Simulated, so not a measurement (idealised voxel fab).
The process module presented herein is designated voxel self aligned vias.
Section cut is 180 nm wide and gridded with 5 nm square cells.
Cross-section, as written here: a square-cell grid given band by band from the top down, where a band holds one or more rows of cells.
Look at the band entry: it leads with the top's height and the bottom's height in nm. Then it lists the materials left to right, with a width in nm for each. The word "everywhere" on a single material says that material fills the band edge to edge. The word "air" is empty space.
For the purposes of this specification, 0 denotes the height below which the wafer in its as-received condition is composed wholly of one material, and the lowermost band, lacking a lower limit, extends downward without end, as expressed in "top 0, no bottom".
The two numbers in a width such as "30 to 40" mark its ends across the band: the first belongs to the top row of cells, the second to the bottom row, and from each row to the next the width moves by the same amount.
"same as before" -> step changed no cross-section cell.
If an empty space has no open way to the top and is at least 8 cells in size, "Enclosed internal cavities" lists it, written width x height at distance, where distance is measured from the left edge and every value is in nm.
after a step's settings: what the simulator itself notes on the step
Steps that use a mask can have "overlay nm" on their line. It says how far the mask sat to the right of where it was meant to be. Negative means to the left.
-- Process steps foreseen in the plan
1. RECEIVE [material Si]
2. CONFORMAL_DEP [material SiO2] [thk nm 15]
3. CONFORMAL_DEP [material SiCN] [thk nm 5]
4. DIRECTIONAL_DEP [material lowk] [thk nm 25]
5. DIRECTIONAL_DEP [material aC] [thk nm 10]
6. PATTERN [tone open] [mask id LINES] [material resist] [width nm 20] [pitch nm 55] [thk nm 25] [overlay nm 0]
7. DIRECTIONAL_ETCH [etch materials aC] [depth nm 10]
8. STRIP [etch materials resist]
9. DIRECTIONAL_ETCH [etch materials lowk] [depth nm 25]
10. STRIP [etch materials aC]
11. CONFORMAL_DEP [material TiN] [thk nm 5]
12. FILL_DEP [material Ru] [thk nm 5]
13. CMP [height nm 45]
14. SELECTIVE_ETCH [etch materials W Ru TiN] [depth nm 5]
15. FILL_DEP [material SiN] [thk nm 10]
16. CMP [height nm 45]
17. DIRECTIONAL_DEP [material lowk] [thk nm 15]
18. PATTERN [tone open] [mask id VIAS] [material resist] [width nm 40] [pitch nm 55] [thk nm 15] [overlay nm 0]
19. DIRECTIONAL_ETCH [etch materials lowk] [depth nm 15]
20. DIRECTIONAL_ETCH [etch materials SiN] [depth nm 5]
21. STRIP [etch materials resist]
22. CONFORMAL_DEP [material TiN] [thk nm 5]
23. FILL_DEP [material W] [thk nm 10]
24. CMP [height nm 60]
25. CONFORMAL_DEP [material SiN] [thk nm 5]
-- On the first of the two wafers: run conducted according to plan
-- Wafer at receipt (post step 1), cross-section
* top 0, no bottom  Si everywhere
* Enclosed internal cavities: none
-- State of the wafer after step 2, shown in cross-section
* top 15, bottom 0  SiO2 everywhere
* Heights below 0 show no change.
-- State of the wafer after step 3, shown in cross-section
* top 20, bottom 15  SiCN everywhere
* Heights below 15 show no change.
-- State of the wafer after step 4, shown in cross-section
* top 45, bottom 20  lowk everywhere
* Heights below 20 show no change.
-- State of the wafer after step 5, shown in cross-section
* top 55, bottom 45  aC everywhere
* Heights below 45 show no change.
-- State of the wafer after step 6, shown in cross-section
* top 80, bottom 55  25 resist, then 20 air, then 35 resist, then 20 air, then 35 resist, then 20 air, then 25 resist
* Heights below 55 show no change.
-- State of the wafer after step 7, shown in cross-section
* top 70, bottom 55  25 resist, then 20 air, then 35 resist, then 20 air, then 35 resist, then 20 air, then 25 resist
* top 55, bottom 45  25 aC, then 20 air, then 35 aC, then 20 air, then 35 aC, then 20 air, then 25 aC
* Heights below 45 show no change.
-- State of the wafer after step 8, shown in cross-section
* top 55, bottom 45  25 aC, then 20 air, then 35 aC, then 20 air, then 35 aC, then 20 air, then 25 aC
* Heights below 45 show no change.
-- State of the wafer after step 9, shown in cross-section
* top 55, bottom 45  25 aC, then 20 air, then 35 aC, then 20 air, then 35 aC, then 20 air, then 25 aC
* top 45, bottom 20  25 lowk, then 20 air, then 35 lowk, then 20 air, then 35 lowk, then 20 air, then 25 lowk
* Heights below 20 show no change.
-- State of the wafer after step 10, shown in cross-section
* top 45, bottom 20  25 lowk, then 20 air, then 35 lowk, then 20 air, then 35 lowk, then 20 air, then 25 lowk
* Heights below 20 show no change.
-- State of the wafer after step 11, shown in cross-section
* top 50, bottom 45  30 TiN, then 10 air, then 45 TiN, then 10 air, then 45 TiN, then 10 air, then 30 TiN
* top 45, bottom 25  25 lowk, then 5 TiN, then 10 air, then 5 TiN, then 35 lowk, then 5 TiN, then 10 air, then 5 TiN, then 35 lowk, then 5 TiN, then 10 air, then 5 TiN, then 25 lowk
* top 25, bottom 20  25 lowk, then 20 TiN, then 35 lowk, then 20 TiN, then 35 lowk, then 20 TiN, then 25 lowk
* Heights below 20 show no change.
-- State of the wafer after step 12, shown in cross-section
* top 55, bottom 50  Ru everywhere
* top 50, bottom 45  30 TiN, then 10 Ru, then 45 TiN, then 10 Ru, then 45 TiN, then 10 Ru, then 30 TiN
* top 45, bottom 25  25 lowk, then 5 TiN, then 10 Ru, then 5 TiN, then 35 lowk, then 5 TiN, then 10 Ru, then 5 TiN, then 35 lowk, then 5 TiN, then 10 Ru, then 5 TiN, then 25 lowk
* Heights below 25 show no change.
-- State of the wafer after step 13, shown in cross-section
* top 45, bottom 25  25 lowk, then 5 TiN, then 10 Ru, then 5 TiN, then 35 lowk, then 5 TiN, then 10 Ru, then 5 TiN, then 35 lowk, then 5 TiN, then 10 Ru, then 5 TiN, then 25 lowk
* Heights below 25 show no change.
-- State of the wafer after step 14, shown in cross-section
* top 45, bottom 40  25 lowk, then 20 air, then 35 lowk, then 20 air, then 35 lowk, then 20 air, then 25 lowk
* Heights below 40 show no change.
-- State of the wafer after step 15, shown in cross-section
* top 55, bottom 45  SiN everywhere
* top 45, bottom 40  25 lowk, then 20 SiN, then 35 lowk, then 20 SiN, then 35 lowk, then 20 SiN, then 25 lowk
* Heights below 40 show no change.
-- State of the wafer after step 16, shown in cross-section
* top 45, bottom 40  25 lowk, then 20 SiN, then 35 lowk, then 20 SiN, then 35 lowk, then 20 SiN, then 25 lowk
* Heights below 40 show no change.
-- State of the wafer after step 17, shown in cross-section
* top 60, bottom 45  lowk everywhere
* Heights below 45 show no change.
-- State of the wafer after step 18, shown in cross-section
* top 75, bottom 60  15 resist, then 40 air, then 15 resist, then 40 air, then 15 resist, then 40 air, then 15 resist
* Heights below 60 show no change.
-- State of the wafer after step 19, shown in cross-section
* top 75, bottom 60  15 resist, then 40 air, then 15 resist, then 40 air, then 15 resist, then 40 air, then 15 resist
* top 60, bottom 45  15 lowk, then 40 air, then 15 lowk, then 40 air, then 15 lowk, then 40 air, then 15 lowk
* Heights below 45 show no change.
-- State of the wafer after step 20, shown in cross-section
* top 75, bottom 60  15 resist, then 40 air, then 15 resist, then 40 air, then 15 resist, then 40 air, then 15 resist
* top 60, bottom 45  15 lowk, then 40 air, then 15 lowk, then 40 air, then 15 lowk, then 40 air, then 15 lowk
* top 45, bottom 40  25 lowk, then 20 air, then 35 lowk, then 20 air, then 35 lowk, then 20 air, then 25 lowk
* Heights below 40 show no change.
-- State of the wafer after step 21, shown in cross-section
* top 60, bottom 45  15 lowk, then 40 air, then 15 lowk, then 40 air, then 15 lowk, then 40 air, then 15 lowk
* Heights below 45 show no change.
-- State of the wafer after step 22, shown in cross-section
* top 65, bottom 60  20 TiN, then 30 air, then 25 TiN, then 30 air, then 25 TiN, then 30 air, then 20 TiN
* top 60, bottom 50  15 lowk, then 5 TiN, then 30 air, then 5 TiN, then 15 lowk, then 5 TiN, then 30 air, then 5 TiN, then 15 lowk, then 5 TiN, then 30 air, then 5 TiN, then 15 lowk
* top 50, bottom 45  15 lowk, then 15 TiN, then 10 air, then 15 TiN, then 15 lowk, then 15 TiN, then 10 air, then 15 TiN, then 15 lowk, then 15 TiN, then 10 air, then 15 TiN, then 15 lowk
* top 45, bottom 40  25 lowk, then 20 TiN, then 35 lowk, then 20 TiN, then 35 lowk, then 20 TiN, then 25 lowk
* Heights below 40 show no change.
-- State of the wafer after step 23, shown in cross-section
* top 75, bottom 65  W everywhere
* top 65, bottom 60  20 TiN, then 30 W, then 25 TiN, then 30 W, then 25 TiN, then 30 W, then 20 TiN
* top 60, bottom 50  15 lowk, then 5 TiN, then 30 W, then 5 TiN, then 15 lowk, then 5 TiN, then 30 W, then 5 TiN, then 15 lowk, then 5 TiN, then 30 W, then 5 TiN, then 15 lowk
* top 50, bottom 45  15 lowk, then 15 TiN, then 10 W, then 15 TiN, then 15 lowk, then 15 TiN, then 10 W, then 15 TiN, then 15 lowk, then 15 TiN, then 10 W, then 15 TiN, then 15 lowk
* Heights below 45 show no change.
-- State of the wafer after step 24, shown in cross-section
* top 60, bottom 50  15 lowk, then 5 TiN, then 30 W, then 5 TiN, then 15 lowk, then 5 TiN, then 30 W, then 5 TiN, then 15 lowk, then 5 TiN, then 30 W, then 5 TiN, then 15 lowk
* Heights below 50 show no change.
-- State of the wafer after step 25, shown in cross-section
* top 65, bottom 60  SiN everywhere
* Heights below 60 show no change.
-- Here the second wafer is described. Its start and its plan were those of the first wafer. Its run contained one mistake. Up to and including step 5, it did exactly what the first wafer did
-- At the planned end of step 6, the second wafer in cross-section
* top 80, bottom 55  25 air, then 20 resist, then 35 air, then 20 resist, then 35 air, then 20 resist, then 25 air
* Heights below 55 show no change.
-- At the planned end of step 7, the second wafer in cross-section
* top 70, bottom 55  25 air, then 20 resist, then 35 air, then 20 resist, then 35 air, then 20 resist, then 25 air
* top 55, bottom 45  25 air, then 20 aC, then 35 air, then 20 aC, then 35 air, then 20 aC, then 25 air
* Heights below 45 show no change.
-- At the planned end of step 8, the second wafer in cross-section
* top 55, bottom 45  25 air, then 20 aC, then 35 air, then 20 aC, then 35 air, then 20 aC, then 25 air
* Heights below 45 show no change.
-- At the planned end of step 9, the second wafer in cross-section
* top 55, bottom 45  25 air, then 20 aC, then 35 air, then 20 aC, then 35 air, then 20 aC, then 25 air
* top 45, bottom 20  25 air, then 20 lowk, then 35 air, then 20 lowk, then 35 air, then 20 lowk, then 25 air
* Heights below 20 show no change.
-- At the planned end of step 10, the second wafer in cross-section
* top 45, bottom 20  25 air, then 20 lowk, then 35 air, then 20 lowk, then 35 air, then 20 lowk, then 25 air
* Heights below 20 show no change.
-- At the planned end of step 11, the second wafer in cross-section
* top 50, bottom 45  20 air, then 30 TiN, then 25 air, then 30 TiN, then 25 air, then 30 TiN, then 20 air
* top 45, bottom 25  20 air, then 5 TiN, then 20 lowk, then 5 TiN, then 25 air, then 5 TiN, then 20 lowk, then 5 TiN, then 25 air, then 5 TiN, then 20 lowk, then 5 TiN, then 20 air
* top 25, bottom 20  25 TiN, then 20 lowk, then 35 TiN, then 20 lowk, then 35 TiN, then 20 lowk, then 25 TiN
* Heights below 20 show no change.
-- At the planned end of step 12, the second wafer in cross-section
* top 55, bottom 50  Ru everywhere
* top 50, bottom 45  20 Ru, then 30 TiN, then 25 Ru, then 30 TiN, then 25 Ru, then 30 TiN, then 20 Ru
* top 45, bottom 25  20 Ru, then 5 TiN, then 20 lowk, then 5 TiN, then 25 Ru, then 5 TiN, then 20 lowk, then 5 TiN, then 25 Ru, then 5 TiN, then 20 lowk, then 5 TiN, then 20 Ru
* Heights below 25 show no change.
-- At the planned end of step 13, the second wafer in cross-section
* top 45, bottom 25  20 Ru, then 5 TiN, then 20 lowk, then 5 TiN, then 25 Ru, then 5 TiN, then 20 lowk, then 5 TiN, then 25 Ru, then 5 TiN, then 20 lowk, then 5 TiN, then 20 Ru
* Heights below 25 show no change.
-- At the planned end of step 14, the second wafer in cross-section
* top 45, bottom 40  25 air, then 20 lowk, then 35 air, then 20 lowk, then 35 air, then 20 lowk, then 25 air
* Heights below 40 show no change.
-- At the planned end of step 15, the second wafer in cross-section
* top 55, bottom 45  SiN everywhere
* top 45, bottom 40  25 SiN, then 20 lowk, then 35 SiN, then 20 lowk, then 35 SiN, then 20 lowk, then 25 SiN
* Heights below 40 show no change.
-- At the planned end of step 16, the second wafer in cross-section
* top 45, bottom 40  25 SiN, then 20 lowk, then 35 SiN, then 20 lowk, then 35 SiN, then 20 lowk, then 25 SiN
* Heights below 40 show no change.
-- At the planned end of step 17, the second wafer in cross-section
* top 60, bottom 45  lowk everywhere
* Heights below 45 show no change.
-- At the planned end of step 18, the second wafer in cross-section
* top 75, bottom 60  15 resist, then 40 air, then 15 resist, then 40 air, then 15 resist, then 40 air, then 15 resist
* Heights below 60 show no change.
-- At the planned end of step 19, the second wafer in cross-section
* top 75, bottom 60  15 resist, then 40 air, then 15 resist, then 40 air, then 15 resist, then 40 air, then 15 resist
* top 60, bottom 45  15 lowk, then 40 air, then 15 lowk, then 40 air, then 15 lowk, then 40 air, then 15 lowk
* Heights below 45 show no change.
-- At the planned end of step 20, the second wafer in cross-section
* top 75, bottom 60  15 resist, then 40 air, then 15 resist, then 40 air, then 15 resist, then 40 air, then 15 resist
* top 60, bottom 45  15 lowk, then 40 air, then 15 lowk, then 40 air, then 15 lowk, then 40 air, then 15 lowk
* top 45, bottom 40  15 SiN, then 10 air, then 20 lowk, then 10 air, then 15 SiN, then 10 air, then 20 lowk, then 10 air, then 15 SiN, then 10 air, then 20 lowk, then 10 air, then 15 SiN
* Heights below 40 show no change.
-- At the planned end of step 21, the second wafer in cross-section
* top 60, bottom 45  15 lowk, then 40 air, then 15 lowk, then 40 air, then 15 lowk, then 40 air, then 15 lowk
* Heights below 45 show no change.
-- At the planned end of step 22, the second wafer in cross-section
* top 65, bottom 60  20 TiN, then 30 air, then 25 TiN, then 30 air, then 25 TiN, then 30 air, then 20 TiN
* top 60, bottom 50  15 lowk, then 5 TiN, then 30 air, then 5 TiN, then 15 lowk, then 5 TiN, then 30 air, then 5 TiN, then 15 lowk, then 5 TiN, then 30 air, then 5 TiN, then 15 lowk
* top 50, bottom 45  15 lowk, then 40 TiN, then 15 lowk, then 40 TiN, then 15 lowk, then 40 TiN, then 15 lowk
* top 45, bottom 40  15 SiN, then 10 TiN, then 20 lowk, then 10 TiN, then 15 SiN, then 10 TiN, then 20 lowk, then 10 TiN, then 15 SiN, then 10 TiN, then 20 lowk, then 10 TiN, then 15 SiN
* Heights below 40 show no change.
-- At the planned end of step 23, the second wafer in cross-section
* top 75, bottom 65  W everywhere
* top 65, bottom 60  20 TiN, then 30 W, then 25 TiN, then 30 W, then 25 TiN, then 30 W, then 20 TiN
* top 60, bottom 50  15 lowk, then 5 TiN, then 30 W, then 5 TiN, then 15 lowk, then 5 TiN, then 30 W, then 5 TiN, then 15 lowk, then 5 TiN, then 30 W, then 5 TiN, then 15 lowk
* Heights below 50 show no change.
-- At the planned end of step 24, the second wafer in cross-section
* top 60, bottom 50  15 lowk, then 5 TiN, then 30 W, then 5 TiN, then 15 lowk, then 5 TiN, then 30 W, then 5 TiN, then 15 lowk, then 5 TiN, then 30 W, then 5 TiN, then 15 lowk
* Heights below 50 show no change.
-- At the planned end of step 25, the second wafer in cross-section
* top 65, bottom 60  SiN everywhere
* Heights below 60 show no change.
What was the processing mistake? in deviation from the planned setting, step 6 was conducted as PATTERN [tone cover] [mask id LINES] [material resist] [width nm 20] [pitch nm 55] [thk nm 25] [overlay nm 0]
End check, counted in cells, second wafer has more or fewer of these materials than the first: Ru +36, SiN +12, TiN +18, W -6, lowk -60
